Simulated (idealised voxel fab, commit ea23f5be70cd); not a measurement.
voxel fin reveal: a process module
Section shown: cut. Width: 295 nm. Cell size: 5 nm, square.
We lay out every cross-section as a grid of square cells and spell it out in bands from the top down, where one band means one or more rows of cells. Band: top height; bottom height; in nm. Then, left to right: material with width in nm, for each material. "full width": a single material spanning edge to edge. "air": empty space. Heads up on the height convention: 0 is the point under which the incoming wafer is all one material, and the lowest band has no bottom, it just keeps going down, like "0 and below". Note: "30..40" means the width goes from the first number (top row of the band) to the second number (bottom row) in equal steps per row of cells. For the purposes of this document, the phrase "stayed the same" attached to a step denotes that no cell within the cross-section was modified by that step. "Closed void listing": sealed empty spaces, 8 cells or more, no open way to top, listed width x height at distance, with distance from the left edge and width, height and distance in nm. Whatever follows a step's settings on its line is a remark the simulator itself makes about that step. The optional step-line setting "overlay nm" applies to steps with a mask and quantifies how far to the right of its planned location the mask lay, a negative value indicating leftward placement.
The following list gives the planned process steps:
1 RECEIVE | material Si
2 CONFORMAL_DEP | material SiN | thk nm 5
3 PATTERN | tone cover | mask id FINS | material resist | width nm 15 | pitch nm 35 | thk nm 15 | overlay nm 0
4 DIRECTIONAL_ETCH | etch materials SiN | depth nm 5
5 DIRECTIONAL_ETCH | etch materials Si | depth nm 35
6 STRIP | etch materials resist
7 FILL_DEP | material SiO2 | thk nm 15
8 CMP | height nm 5
9 SELECTIVE_ETCH | etch materials SiO2 | depth nm 25
10 STRIP | etch materials SiN
11 CONFORMAL_DEP | material HfO2 | thk nm 5
The cross-section here shows the wafer as received, i.e. in its state after step 1:
* 0 and below | Si full width
* Closed void listing: none
Sectioned view, first of two wafers, at the close of the module, processed as intended in the plan:
* 5 down to 0 | air 80 | HfO2 25 | air 10 | HfO2 25 | air 10 | HfO2 25 | air 10 | HfO2 25 | air 85
* 0 down to -15 | air 80 | HfO2 5 | Si 15 | HfO2 5 | air 10 | HfO2 5 | Si 15 | HfO2 5 | air 10 | HfO2 5 | Si 15 | HfO2 5 | air 10 | HfO2 5 | Si 15 | HfO2 5 | air 85
* -15 down to -20 | HfO2 85 | Si 15 | HfO2 20 | Si 15 | HfO2 20 | Si 15 | HfO2 20 | Si 15 | HfO2 90
* -20 down to -35 | SiO2 85 | Si 15 | SiO2 20 | Si 15 | SiO2 20 | Si 15 | SiO2 20 | Si 15 | SiO2 90
* -35 and below | Si full width
* Closed void listing: none
Presented here is a cross-section of the second of the two wafers as it stood at the end of the module. It was started in the same manner and assigned the same plan as the first wafer; however, one mistake was made in its execution:
* 5 down to 0 | air 80 | HfO2 30 | air 5 | HfO2 30 | air 5 | HfO2 30 | air 5 | HfO2 30 | air 80
* 0 down to -15 | air 80 | HfO2 5 | Si 20 | HfO2 5 | air 5 | HfO2 5 | Si 20 | HfO2 5 | air 5 | HfO2 5 | Si 20 | HfO2 5 | air 5 | HfO2 5 | Si 20 | HfO2 5 | air 80
* -15 down to -20 | HfO2 85 | Si 20 | HfO2 15 | Si 20 | HfO2 15 | Si 20 | HfO2 15 | Si 20 | HfO2 85
* -20 down to -35 | SiO2 85 | Si 20 | SiO2 15 | Si 20 | SiO2 15 | Si 20 | SiO2 15 | Si 20 | SiO2 85
* -35 and below | Si full width
* Closed void listing: none
what went wrong: step 3 did not happen as planned, as run it was PATTERN | tone cover | mask id FINS | material resist | width nm 20 | pitch nm 35 | thk nm 15 | overlay nm 0
Bottom line after processing is that, in cells, the second wafer is up or down on some materials versus the first: 28 more of Si; 12 fewer of SiO2
